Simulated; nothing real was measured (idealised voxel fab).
The process module that follows is named voxel tone inversion.
Cross-section cut: width 230 nm, square cells of 5 nm.
Format of a cross-section: grid, square cells. Given as bands. Order: top down. Band: one or more rows of cells. Top, bottom (nm), then materials left to right with widths (nm); lone material tagged "edge to edge" fills the whole band edge to edge; "air" = empty space. Convention: height 0 is the level below which the wafer, as received, is all one material. The lowest band does not terminate at the bottom but continues downward, represented as "top 0, no bottom". The two numbers in a width such as "30..40" mark its ends across the band: the first belongs to the top row of cells, the second to the bottom row, and from each row to the next the width moves by the same amount. Basically "no change" means that step didn't change any cell in the cross-section. What "Trapped voids" gives you is every empty space of 8 cells or more that is cut off from the top. Each appears as width x height at distance, with the distance taken from the left edge and width, height and distance all in nm. Formally, on a step line, whatever follows the settings is a remark that the simulator itself makes on the step. If you see "overlay nm" on a step's line and that step has a mask, it's telling you how far right of where it was planned the mask ended up; a negative number means it went left instead. Structure of the following material. The material consists of pairs of cross-sections. Each pair comprises the cross-section before one process step and the cross-section after that step, the latter shown only down to the lowest band that changed. The step between the cross-sections is specified beneath each pair, including its settings. Pairs are not necessarily consecutive: they may derive from different runs of this module performed on the same starting wafer. Continuity with the pair above is to be assumed only where the entry headed "Structure before processing" of the pair in question states it.

**Structure before processing**
> top 0, no bottom  Si edge to edge
> Trapped voids: none

**Result of Step**
> top 10, bottom 0  SiCN edge to edge
> Rest of section, below 0: as before.
> Trapped voids: none
the step between: CONFORMAL_DEP: material SiCN, thk nm 10

Structure before processing: starting point is the after cross-section of the pair just above.

**Result of Step**
> top 35, bottom 10  aC edge to edge
> Rest of section, below 10: as before.
> Trapped voids: none
the step between: DIRECTIONAL_DEP: material aC, thk nm 25

Structure before processing: starting point is the after cross-section of the pair just above.

**Result of Step**
> top 65, bottom 35  70 nm air; 20 nm resist; 15 nm air; 20 nm resist; 15 nm air; 20 nm resist; 70 nm air
> Rest of section, below 35: as before.
> Trapped voids: none
the step between: PATTERN: tone cover, mask id POSTS, material resist, width nm 20, pitch nm 35, thk nm 30, overlay nm 0

Structure before processing: starting point is the after cross-section of the pair just above.

**Result of Step**
> top 40, bottom 35  70 nm air; 20 nm resist; 15 nm air; 20 nm resist; 15 nm air; 20 nm resist; 70 nm air
> top 35, bottom 10  70 nm air; 20 nm aC; 15 nm air; 20 nm aC; 15 nm air; 20 nm aC; 70 nm air
> Rest of section, below 10: as before.
> Trapped voids: none
the step between: DIRECTIONAL_ETCH: etch materials aC, depth nm 25

Structure before processing: starting point is the after cross-section of the pair just above.

**Result of Step**
> top 35, bottom 10  70 nm air; 20 nm aC; 15 nm air; 20 nm aC; 15 nm air; 20 nm aC; 70 nm air
> Rest of section, below 10: as before.
> Trapped voids: none
the step between: STRIP: etch materials resist

Structure before processing: starting point is the after cross-section of the pair just above.

**Result of Step**
> top 45, bottom 35  SiO2 edge to edge
> top 35, bottom 10  70 nm SiO2; 20 nm aC; 15 nm SiO2; 20 nm aC; 15 nm SiO2; 20 nm aC; 70 nm SiO2
> Rest of section, below 10: as before.
> Trapped voids: none
the step between: FILL_DEP: material SiO2, thk nm 10

Structure before processing: starting point is the after cross-section of the pair just above.

**Result of Step**
> top 35, bottom 10  70 nm SiO2; 20 nm aC; 15 nm SiO2; 20 nm aC; 15 nm SiO2; 20 nm aC; 70 nm SiO2
> Rest of section, below 10: as before.
> Trapped voids: none
the step between: CMP: height nm 35

Structure before processing: starting point is the after cross-section of the pair just above.

**Result of Step**
> top 35, bottom 10  70 nm SiO2; 20 nm air; 15 nm SiO2; 20 nm air; 15 nm SiO2; 20 nm air; 70 nm SiO2
> Rest of section, below 10: as before.
> Trapped voids: none
the step between: STRIP: etch materials aC

**Structure before processing**
> top 0, no bottom  Si edge to edge
> Trapped voids: none

**Result of Step**
> top 25, bottom 0  aC edge to edge
> Rest of section, below 0: as before.
> Trapped voids: none
the step between: DIRECTIONAL_DEP: material aC, thk nm 25

Structure before processing: starting point is the after cross-section of the pair just above.

**Result of Step**
> top 55, bottom 25  70 nm air; 20 nm resist; 15 nm air; 20 nm resist; 15 nm air; 20 nm resist; 70 nm air
> Rest of section, below 25: as before.
> Trapped voids: none
the step between: PATTERN: tone cover, mask id POSTS, material resist, width nm 20, pitch nm 35, thk nm 30, overlay nm 0

Structure before processing: starting point is the after cross-section of the pair just above.

**Result of Step**
> top 30, bottom 25  70 nm air; 20 nm resist; 15 nm air; 20 nm resist; 15 nm air; 20 nm resist; 70 nm air
> top 25, bottom 0  70 nm air; 20 nm aC; 15 nm air; 20 nm aC; 15 nm air; 20 nm aC; 70 nm air
> Rest of section, below 0: as before.
> Trapped voids: none
the step between: DIRECTIONAL_ETCH: etch materials aC, depth nm 25

Structure before processing: starting point is the after cross-section of the pair just above.

**Result of Step**
> top 25, bottom 0  70 nm air; 20 nm aC; 15 nm air; 20 nm aC; 15 nm air; 20 nm aC; 70 nm air
> Rest of section, below 0: as before.
> Trapped voids: none
the step between: STRIP: etch materials resist

Structure before processing: starting point is the after cross-section of the pair just above.

**Result of Step**
> top 35, bottom 25  SiO2 edge to edge
> top 25, bottom 0  70 nm SiO2; 20 nm aC; 15 nm SiO2; 20 nm aC; 15 nm SiO2; 20 nm aC; 70 nm SiO2
> Rest of section, below 0: as before.
> Trapped voids: none
the step between: FILL_DEP: material SiO2, thk nm 10

**Structure before processing**
> top 25, bottom 0  aC edge to edge
> top 0, no bottom  Si edge to edge
> Trapped voids: none

**Result of Step**
> top 35, bottom 25  SiCN edge to edge
> Rest of section, below 25: as before.
> Trapped voids: none
the step between: CONFORMAL_DEP: material SiCN, thk nm 10

Structure before processing: starting point is the after cross-section of the pair just above.

**Result of Step**
> top 65, bottom 35  70 nm air; 20 nm resist; 15 nm air; 20 nm resist; 15 nm air; 20 nm resist; 70 nm air
> Rest of section, below 35: as before.
> Trapped voids: none
the step between: PATTERN: tone cover, mask id POSTS, material resist, width nm 20, pitch nm 35, thk nm 30, overlay nm 0

Structure before processing: starting point is the after cross-section of the pair just above.

**Result of Step**
> top 40, bottom 35  70 nm air; 20 nm resist; 15 nm air; 20 nm resist; 15 nm air; 20 nm resist; 70 nm air
> Rest of section, below 35: as before.
> Trapped voids: none
the step between: DIRECTIONAL_ETCH: etch materials aC, depth nm 25

Structure before processing: starting point is the after cross-section of the pair just above.

**Result of Step**
> top 35, bottom 25  SiCN edge to edge
> Rest of section, below 25: as before.
> Trapped voids: none
the step between: STRIP: etch materials resist

Structure before processing: starting point is the after cross-section of the pair just above.

**Result of Step**
> top 45, bottom 35  SiO2 edge to edge
> Rest of section, below 35: as before.
> Trapped voids: none
the step between: FILL_DEP: material SiO2, thk nm 10

Structure before processing: starting point is the after cross-section of the pair just above.

**Result of Step**
> top 35, bottom 25  SiCN edge to edge
> Rest of section, below 25: as before.
> Trapped voids: none
the step between: CMP: height nm 35

**Structure before processing**
> top 0, no bottom  Si edge to edge
> Trapped voids: none

**Result of Step**
> top 15, bottom 0  SiCN edge to edge
> Rest of section, below 0: as before.
> Trapped voids: none
the step between: CONFORMAL_DEP: material SiCN, thk nm 15

Structure before processing: starting point is the after cross-section of the pair just above.

**Result of Step**
> top 40, bottom 15  aC edge to edge
> Rest of section, below 15: as before.
> Trapped voids: none
the step between: DIRECTIONAL_DEP: material aC, thk nm 25

Structure before processing: starting point is the after cross-section of the pair just above.

**Result of Step**
> top 70, bottom 40  70 nm air; 20 nm resist; 15 nm air; 20 nm resist; 15 nm air; 20 nm resist; 70 nm air
> Rest of section, below 40: as before.
> Trapped voids: none
the step between: PATTERN: tone cover, mask id POSTS, material resist, width nm 20, pitch nm 35, thk nm 30, overlay nm 0

Structure before processing: starting point is the after cross-section of the pair just above.

**Result of Step**
> top 45, bottom 40  70 nm air; 20 nm resist; 15 nm air; 20 nm resist; 15 nm air; 20 nm resist; 70 nm air
> top 40, bottom 15  70 nm air; 20 nm aC; 15 nm air; 20 nm aC; 15 nm air; 20 nm aC; 70 nm air
> Rest of section, below 15: as before.
> Trapped voids: none
the step between: DIRECTIONAL_ETCH: etch materials aC, depth nm 25

Structure before processing: starting point is the after cross-section of the pair just above.

**Result of Step**
> top 40, bottom 15  70 nm air; 20 nm aC; 15 nm air; 20 nm aC; 15 nm air; 20 nm aC; 70 nm air
> Rest of section, below 15: as before.
> Trapped voids: none
the step between: STRIP: etch materials resist

Structure before processing: starting point is the after cross-section of the pair just above.

**Result of Step**
> top 50, bottom 40  SiO2 edge to edge
> top 40, bottom 15  70 nm SiO2; 20 nm aC; 15 nm SiO2; 20 nm aC; 15 nm SiO2; 20 nm aC; 70 nm SiO2
> Rest of section, below 15: as before.
> Trapped voids: none
the step between: FILL_DEP: material SiO2, thk nm 10

Structure before processing: starting point is the after cross-section of the pair just above.

**Result of Step**
> top 35, bottom 15  70 nm SiO2; 20 nm aC; 15 nm SiO2; 20 nm aC; 15 nm SiO2; 20 nm aC; 70 nm SiO2
> Rest of section, below 15: as before.
> Trapped voids: none
the step between: CMP: height nm 35

Structure before processing: starting point is the after cross-section of the pair just above.

**Result of Step**
> top 35, bottom 15  70 nm SiO2; 20 nm air; 15 nm SiO2; 20 nm air; 15 nm SiO2; 20 nm air; 70 nm SiO2
> Rest of section, below 15: as before.
> Trapped voids: none
the step between: STRIP: etch materials aC

**Structure before processing**
> top 35, bottom 10  aC edge to edge
> top 10, bottom 0  SiCN edge to edge
> top 0, no bottom  Si edge to edge
> Trapped voids: none

**Result of Step**
> top 65, bottom 35  75 nm air; 15 nm resist; 20 nm air; 15 nm resist; 20 nm air; 15 nm resist; 70 nm air
> Rest of section, below 35: as before.
> Trapped voids: none
the step between: PATTERN: tone cover, mask id POSTS, material resist, width nm 15, pitch nm 35, thk nm 30, overlay nm 0

Structure before processing: starting point is the after cross-section of the pair just above.

**Result of Step**
> top 40, bottom 35  75 nm air; 15 nm resist; 20 nm air; 15 nm resist; 20 nm air; 15 nm resist; 70 nm air
> top 35, bottom 10  75 nm air; 15 nm aC; 20 nm air; 15 nm aC; 20 nm air; 15 nm aC; 70 nm air
> Rest of section, below 10: as before.
> Trapped voids: none
the step between: DIRECTIONAL_ETCH: etch materials aC, depth nm 25

Structure before processing: starting point is the after cross-section of the pair just above.

**Result of Step**
> top 35, bottom 10  75 nm air; 15 nm aC; 20 nm air; 15 nm aC; 20 nm air; 15 nm aC; 70 nm air
> Rest of section, below 10: as before.
> Trapped voids: none
the step between: STRIP: etch materials resist

Structure before processing: starting point is the after cross-section of the pair just above.

**Result of Step**
> top 45, bottom 35  SiO2 edge to edge
> top 35, bottom 10  75 nm SiO2; 15 nm aC; 20 nm SiO2; 15 nm aC; 20 nm SiO2; 15 nm aC; 70 nm SiO2
> Rest of section, below 10: as before.
> Trapped voids: none
the step between: FILL_DEP: material SiO2, thk nm 10

Structure before processing: starting point is the after cross-section of the pair just above.

**Result of Step**
> top 35, bottom 10  75 nm SiO2; 15 nm aC; 20 nm SiO2; 15 nm aC; 20 nm SiO2; 15 nm aC; 70 nm SiO2
> Rest of section, below 10: as before.
> Trapped voids: none
the step between: CMP: height nm 35

Structure before processing: starting point is the after cross-section of the pair just above.

**Result of Step**
> top 35, bottom 10  75 nm SiO2; 15 nm air; 20 nm SiO2; 15 nm air; 20 nm SiO2; 15 nm air; 70 nm SiO2
> Rest of section, below 10: as before.
> Trapped voids: none
the step between: STRIP: etch materials aC

**Structure before processing**
> top 35, bottom 10  aC edge to edge
> top 10, bottom 0  SiCN edge to edge
> top 0, no bottom  Si edge to edge
> Trapped voids: none

**Result of Step**
> top 65, bottom 35  65 nm air; 20 nm resist; 15 nm air; 20 nm resist; 15 nm air; 20 nm resist; 75 nm air
> Rest of section, below 35: as before.
> Trapped voids: none
the step between: PATTERN: tone cover, mask id POSTS, material resist, width nm 20, pitch nm 35, thk nm 30, overlay nm -5

Structure before processing: starting point is the after cross-section of the pair just above.

**Result of Step**
> top 40, bottom 35  65 nm air; 20 nm resist; 15 nm air; 20 nm resist; 15 nm air; 20 nm resist; 75 nm air
> top 35, bottom 10  65 nm air; 20 nm aC; 15 nm air; 20 nm aC; 15 nm air; 20 nm aC; 75 nm air
> Rest of section, below 10: as before.
> Trapped voids: none
the step between: DIRECTIONAL_ETCH: etch materials aC, depth nm 25

Structure before processing: starting point is the after cross-section of the pair just above.

**Result of Step**
> top 35, bottom 10  65 nm air; 20 nm aC; 15 nm air; 20 nm aC; 15 nm air; 20 nm aC; 75 nm air
> Rest of section, below 10: as before.
> Trapped voids: none
the step between: STRIP: etch materials resist

Structure before processing: starting point is the after cross-section of the pair just above.

**Result of Step**
> top 45, bottom 35  SiO2 edge to edge
> top 35, bottom 10  65 nm SiO2; 20 nm aC; 15 nm SiO2; 20 nm aC; 15 nm SiO2; 20 nm aC; 75 nm SiO2
> Rest of section, below 10: as before.
> Trapped voids: none
the step between: FILL_DEP: material SiO2, thk nm 10

Structure before processing: starting point is the after cross-section of the pair just above.

**Result of Step**
> top 35, bottom 10  65 nm SiO2; 20 nm aC; 15 nm SiO2; 20 nm aC; 15 nm SiO2; 20 nm aC; 75 nm SiO2
> Rest of section, below 10: as before.
> Trapped voids: none
the step between: CMP: height nm 35

Structure before processing: starting point is the after cross-section of the pair just above.

**Result of Step**
> top 35, bottom 10  65 nm SiO2; 20 nm air; 15 nm SiO2; 20 nm air; 15 nm SiO2; 20 nm air; 75 nm SiO2
> Rest of section, below 10: as before.
> Trapped voids: none
the step between: STRIP: etch materials aC

**Structure before processing**
> top 35, bottom 10  70 nm SiO2; 20 nm aC; 15 nm SiO2; 20 nm aC; 15 nm SiO2; 20 nm aC; 70 nm SiO2
> top 10, bottom 0  SiCN edge to edge
> top 0, no bottom  Si edge to edge
> Trapped voids: none

**Result of Step**
> top 35, bottom 10  70 nm air; 20 nm aC; 15 nm air; 20 nm aC; 15 nm air; 20 nm aC; 70 nm air
> Rest of section, below 10: as before.
> Trapped voids: none
the step between: STRIP: etch materials SiO2

**Structure before processing**
> top 35, bottom 10  aC edge to edge
> top 10, bottom 0  SiCN edge to edge
> top 0, no bottom  Si edge to edge
> Trapped voids: none

**Result of Step**
> top 65, bottom 35  70 nm resist; 20 nm air; 15 nm resist; 20 nm air; 15 nm resist; 20 nm air; 70 nm resist
> Rest of section, below 35: as before.
> Trapped voids: none
the step between: PATTERN: tone open, mask id POSTS, material resist, width nm 20, pitch nm 35, thk nm 30, overlay nm 0

Structure before processing: starting point is the after cross-section of the pair just above.

**Result of Step**
> top 40, bottom 35  70 nm resist; 20 nm air; 15 nm resist; 20 nm air; 15 nm resist; 20 nm air; 70 nm resist
> top 35, bottom 10  70 nm aC; 20 nm air; 15 nm aC; 20 nm air; 15 nm aC; 20 nm air; 70 nm aC
> Rest of section, below 10: as before.
> Trapped voids: none
the step between: DIRECTIONAL_ETCH: etch materials aC, depth nm 25

Structure before processing: starting point is the after cross-section of the pair just above.

**Result of Step**
> top 35, bottom 10  70 nm aC; 20 nm air; 15 nm aC; 20 nm air; 15 nm aC; 20 nm air; 70 nm aC
> Rest of section, below 10: as before.
> Trapped voids: none
the step between: STRIP: etch materials resist

Structure before processing: starting point is the after cross-section of the pair just above.

**Result of Step**
> top 45, bottom 35  SiO2 edge to edge
> top 35, bottom 10  70 nm aC; 20 nm SiO2; 15 nm aC; 20 nm SiO2; 15 nm aC; 20 nm SiO2; 70 nm aC
> Rest of section, below 10: as before.
> Trapped voids: none
the step between: FILL_DEP: material SiO2, thk nm 10

Structure before processing: starting point is the after cross-section of the pair just above.

**Result of Step**
> top 35, bottom 10  70 nm aC; 20 nm SiO2; 15 nm aC; 20 nm SiO2; 15 nm aC; 20 nm SiO2; 70 nm aC
> Rest of section, below 10: as before.
> Trapped voids: none
the step between: CMP: height nm 35

Structure before processing: starting point is the after cross-section of the pair just above.

**Result of Step**
> top 35, bottom 10  70 nm air; 20 nm SiO2; 15 nm air; 20 nm SiO2; 15 nm air; 20 nm SiO2; 70 nm air
> Rest of section, below 10: as before.
> Trapped voids: none
the step between: STRIP: etch materials aC
